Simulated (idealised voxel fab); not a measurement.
process module | voxel tone inversion
cross-section cut | 200 nm wide | cells 5 nm
A cross-section is a grid of square cells, given in bands from the top down. A band is one or more rows of cells.
Each band's line starts with the height of the band's top and of its bottom, in nm. Then come its materials from left to right, each with its width in nm. One material with "throughout" fills the band from edge to edge. "air" is empty space.
Height 0 is the level under which the wafer as received is all one material. The lowest band goes on downwards, as in "0 down".
A width such as "30 to 40" changes by the same amount from each row of cells to the next, from the band's top row to its bottom row.
"no change" after a step means that no cell of the cross-section changed.
closed voids: empty space of 8 cells or more with no open way to the top, each as width x height at its distance from the left edge, in nm
after a step's settings: what the simulator itself notes on the step
overlay nm, on a step with a mask: how far to the right of its planned place the mask lay; to the left if negative
plan
1 op RECEIVE | material Si
2 op CONFORMAL_DEP | material SiN | thk nm 5
3 op DIRECTIONAL_DEP | material aC | thk nm 20
4 op PATTERN | tone cover | mask id POSTS | material resist | width nm 20 | pitch nm 35 | thk nm 30 | overlay nm 0
5 op DIRECTIONAL_ETCH | etch materials aC | depth nm 20
6 op STRIP | etch materials resist
7 op FILL_DEP | material SiO2 | thk nm 10
8 op CMP | height nm 25
9 op STRIP | etch materials aC
10 op CONFORMAL_DEP | material TiN | thk nm 5
11 op FILL_DEP | material W | thk nm 10
12 op CMP | height nm 25
13 op CONFORMAL_DEP | material SiCN | thk nm 5
first wafer, as planned
as received, after step 1
  0 down: Si throughout
  closed voids: none
after step 2
  5 to 0: SiN throughout
  below 0: unchanged
after step 3
  25 to 5: aC throughout
  below 5: unchanged
after step 4
  55 to 25: air 55 | resist 20 | air 15 | resist 20 | air 15 | resist 20 | air 55
  below 25: unchanged
after step 5
  35 to 25: air 55 | resist 20 | air 15 | resist 20 | air 15 | resist 20 | air 55
  25 to 5: air 55 | aC 20 | air 15 | aC 20 | air 15 | aC 20 | air 55
  below 5: unchanged
after step 6
  25 to 5: air 55 | aC 20 | air 15 | aC 20 | air 15 | aC 20 | air 55
  below 5: unchanged
after step 7
  35 to 25: SiO2 throughout
  25 to 5: SiO2 55 | aC 20 | SiO2 15 | aC 20 | SiO2 15 | aC 20 | SiO2 55
  below 5: unchanged
after step 8
  25 to 5: SiO2 55 | aC 20 | SiO2 15 | aC 20 | SiO2 15 | aC 20 | SiO2 55
  below 5: unchanged
after step 9
  25 to 5: SiO2 55 | air 20 | SiO2 15 | air 20 | SiO2 15 | air 20 | SiO2 55
  below 5: unchanged
after step 10
  30 to 25: TiN 60 | air 10 | TiN 25 | air 10 | TiN 25 | air 10 | TiN 60
  25 to 10: SiO2 55 | TiN 5 | air 10 | TiN 5 | SiO2 15 | TiN 5 | air 10 | TiN 5 | SiO2 15 | TiN 5 | air 10 | TiN 5 | SiO2 55
  10 to 5: SiO2 55 | TiN 20 | SiO2 15 | TiN 20 | SiO2 15 | TiN 20 | SiO2 55
  below 5: unchanged
after step 11
  40 to 30: W throughout
  30 to 25: TiN 60 | W 10 | TiN 25 | W 10 | TiN 25 | W 10 | TiN 60
  25 to 10: SiO2 55 | TiN 5 | W 10 | TiN 5 | SiO2 15 | TiN 5 | W 10 | TiN 5 | SiO2 15 | TiN 5 | W 10 | TiN 5 | SiO2 55
  below 10: unchanged
after step 12
  25 to 10: SiO2 55 | TiN 5 | W 10 | TiN 5 | SiO2 15 | TiN 5 | W 10 | TiN 5 | SiO2 15 | TiN 5 | W 10 | TiN 5 | SiO2 55
  below 10: unchanged
after step 13
  30 to 25: SiCN throughout
  below 25: unchanged
second wafer: like start, like plan, one mistake. Through step 9 it matches the first wafer
when step 10 should have ended
  30 to 25: SiCN 60 | air 10 | SiCN 25 | air 10 | SiCN 25 | air 10 | SiCN 60
  25 to 10: SiO2 55 | SiCN 5 | air 10 | SiCN 5 | SiO2 15 | SiCN 5 | air 10 | SiCN 5 | SiO2 15 | SiCN 5 | air 10 | SiCN 5 | SiO2 55
  10 to 5: SiO2 55 | SiCN 20 | SiO2 15 | SiCN 20 | SiO2 15 | SiCN 20 | SiO2 55
  below 5: unchanged
when step 11 should have ended
  40 to 30: W throughout
  30 to 25: SiCN 60 | W 10 | SiCN 25 | W 10 | SiCN 25 | W 10 | SiCN 60
  25 to 10: SiO2 55 | SiCN 5 | W 10 | SiCN 5 | SiO2 15 | SiCN 5 | W 10 | SiCN 5 | SiO2 15 | SiCN 5 | W 10 | SiCN 5 | SiO2 55
  below 10: unchanged
when step 12 should have ended
  25 to 10: SiO2 55 | SiCN 5 | W 10 | SiCN 5 | SiO2 15 | SiCN 5 | W 10 | SiCN 5 | SiO2 15 | SiCN 5 | W 10 | SiCN 5 | SiO2 55
  below 10: unchanged
when step 13 should have ended
  30 to 25: SiCN throughout
  below 25: unchanged
what went wrong: step 10 ran as: op CONFORMAL_DEP | material SiCN | thk nm 5
at the end the second wafer has, in cells: 30 more of SiCN | 30 fewer of TiN
